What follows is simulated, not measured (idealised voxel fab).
Module name: voxel fin reveal (process module)
This is section cut - it's 150 nm across, gridded in 5 nm square cells.
Each cross-section below is a grid of square cells, stated as bands in top-down order, with one or more rows of cells making up each band. Band: top and bottom heights (nm) first, top before bottom; then materials from left to right, widths in nm. "throughout" marks a sole material filling the band edge to edge. "blank" denotes empty space. Zero point of the height axis is 0; under it, received wafer = one material. Lowest band: continues down indefinitely, "z 0 and below". So if you see something like "30 to 40" for the width, read it as the top row of the band sitting at the first number and the bottom row at the second, with every row in between moving by the same amount as the last. A step reported as "no alteration" is a step in which no cell of the cross-section changed. Each empty space that has no open way to the top and spans at least 8 cells appears under "Unvented cavities" as width x height at distance, the distance counted from the left edge, all in nm. Past the settings on a step's line: simulator remark, on that step. overlay nm: mask offset rightward from planned place, masked step; negative means leftward offset.
### The following list gives the planned process steps
- 1: RECEIVE,material Si
- 2: CONFORMAL_DEP,material SiN,thk nm 10
- 3: DIRECTIONAL_DEP,material aC,thk nm 10
- 4: PATTERN,tone cover,mask id FINS,material resist,width nm 15,pitch nm 40,thk nm 25,overlay nm 0
- 5: DIRECTIONAL_ETCH,etch materials aC,depth nm 10
- 6: STRIP,etch materials resist
- 7: DIRECTIONAL_ETCH,etch materials SiN,depth nm 10
- 8: DIRECTIONAL_ETCH,etch materials Si,depth nm 40
- 9: STRIP,etch materials aC
- 10: FILL_DEP,material SiO2,thk nm 5
- 11: CMP,height nm 10
- 12: SELECTIVE_ETCH,etch materials SiO2,depth nm 25
- 13: STRIP,etch materials SiN
### Cross-section of the wafer upon arrival, representing the state reached after step 1
  z 0 and below = Si throughout
  Unvented cavities: none
### As-planned run: cross-section of the first of two wafers at end of module
  z 0 to -15 = 45 blank; 15 Si; 25 blank; 15 Si; 50 blank
  z -15 to -40 = 45 SiO2; 15 Si; 25 SiO2; 15 Si; 50 SiO2
  z -40 and below = Si throughout
  Unvented cavities: none
### End of module, second wafer, cross-section. Started like the first, planned like the first, run with one mistake
  z 0 to -15 = 40 blank; 25 Si; 15 blank; 25 Si; 45 blank
  z -15 to -40 = 40 SiO2; 25 Si; 15 SiO2; 25 Si; 45 SiO2
  z -40 and below = Si throughout
  Unvented cavities: none
It is concluded that the wafer was processed incorrectly with respect to the plan, in that step 4 did not happen as planned, as run it was PATTERN,tone cover,mask id FINS,material resist,width nm 25,pitch nm 40,thk nm 25,overlay nm 0
Wrapping up, a cell-based count of both wafers puts the second over or under the first for these materials: Si +32 | SiO2 -20
